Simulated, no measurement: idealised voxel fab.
process module | voxel tone inversion
cross-section cut | 255 nm wide | cells 5 nm
A cross-section is a grid of square cells, given in bands from the top down. A band is one or more rows of cells.
Each band's line starts with the height of the band's top and of its bottom, in nm. Then come its materials from left to right, each with its width in nm. One material with "throughout" fills the band from edge to edge. "air" is empty space.
Height 0 is the level under which the wafer as received is all one material. The lowest band goes on downwards, as in "0 down".
A width such as "30 to 40" changes by the same amount from each row of cells to the next, from the band's top row to its bottom row.
"no change" after a step means that no cell of the cross-section changed.
closed voids: empty space of 8 cells or more with no open way to the top, each as width x height at its distance from the left edge, in nm
after a step's settings: what the simulator itself notes on the step
overlay nm, on a step with a mask: how far to the right of its planned place the mask lay; to the left if negative
plan
1 op RECEIVE | material Si
2 op CONFORMAL_DEP | material SiCN | thk nm 5
3 op DIRECTIONAL_DEP | material polySi | thk nm 15
4 op PATTERN | tone cover | mask id POSTS | material resist | width nm 25 | pitch nm 45 | thk nm 20 | overlay nm 0
5 op DIRECTIONAL_ETCH | etch materials polySi | depth nm 15
6 op STRIP | etch materials resist
7 op FILL_DEP | material lowk | thk nm 5
8 op CMP | height nm 20
9 op STRIP | etch materials polySi
10 op CONFORMAL_DEP | material TiN | thk nm 5
11 op FILL_DEP | material Ru | thk nm 10
12 op CMP | height nm 20
13 op CONFORMAL_DEP | material SiCN | thk nm 5
first wafer, as planned
as received, after step 1
  0 down: Si throughout
  closed voids: none
after step 2
  5 to 0: SiCN throughout
  below 0: unchanged
after step 3
  20 to 5: polySi throughout
  below 5: unchanged
after step 4
  40 to 20: air 90 | resist 25 | air 20 | resist 25 | air 95
  below 20: unchanged
after step 5
  40 to 20: air 90 | resist 25 | air 20 | resist 25 | air 95
  20 to 5: air 90 | polySi 25 | air 20 | polySi 25 | air 95
  below 5: unchanged
after step 6
  20 to 5: air 90 | polySi 25 | air 20 | polySi 25 | air 95
  below 5: unchanged
after step 7
  25 to 20: lowk throughout
  20 to 5: lowk 90 | polySi 25 | lowk 20 | polySi 25 | lowk 95
  below 5: unchanged
after step 8
  20 to 5: lowk 90 | polySi 25 | lowk 20 | polySi 25 | lowk 95
  below 5: unchanged
after step 9
  20 to 5: lowk 90 | air 25 | lowk 20 | air 25 | lowk 95
  below 5: unchanged
after step 10
  25 to 20: TiN 95 | air 15 | TiN 30 | air 15 | TiN 100
  20 to 10: lowk 90 | TiN 5 | air 15 | TiN 5 | lowk 20 | TiN 5 | air 15 | TiN 5 | lowk 95
  10 to 5: lowk 90 | TiN 25 | lowk 20 | TiN 25 | lowk 95
  below 5: unchanged
after step 11
  35 to 25: Ru throughout
  25 to 20: TiN 95 | Ru 15 | TiN 30 | Ru 15 | TiN 100
  20 to 10: lowk 90 | TiN 5 | Ru 15 | TiN 5 | lowk 20 | TiN 5 | Ru 15 | TiN 5 | lowk 95
  below 10: unchanged
after step 12
  20 to 10: lowk 90 | TiN 5 | Ru 15 | TiN 5 | lowk 20 | TiN 5 | Ru 15 | TiN 5 | lowk 95
  below 10: unchanged
after step 13
  25 to 20: SiCN throughout
  below 20: unchanged
second wafer: like start, like plan, one mistake. Through step 12 it matches the first wafer
when step 13 should have ended
  25 to 20: Ru throughout
  below 20: unchanged
what went wrong: step 13 ran as: op CONFORMAL_DEP | material Ru | thk nm 5
at the end the second wafer has, in cells: 51 more of Ru | 51 fewer of SiCN
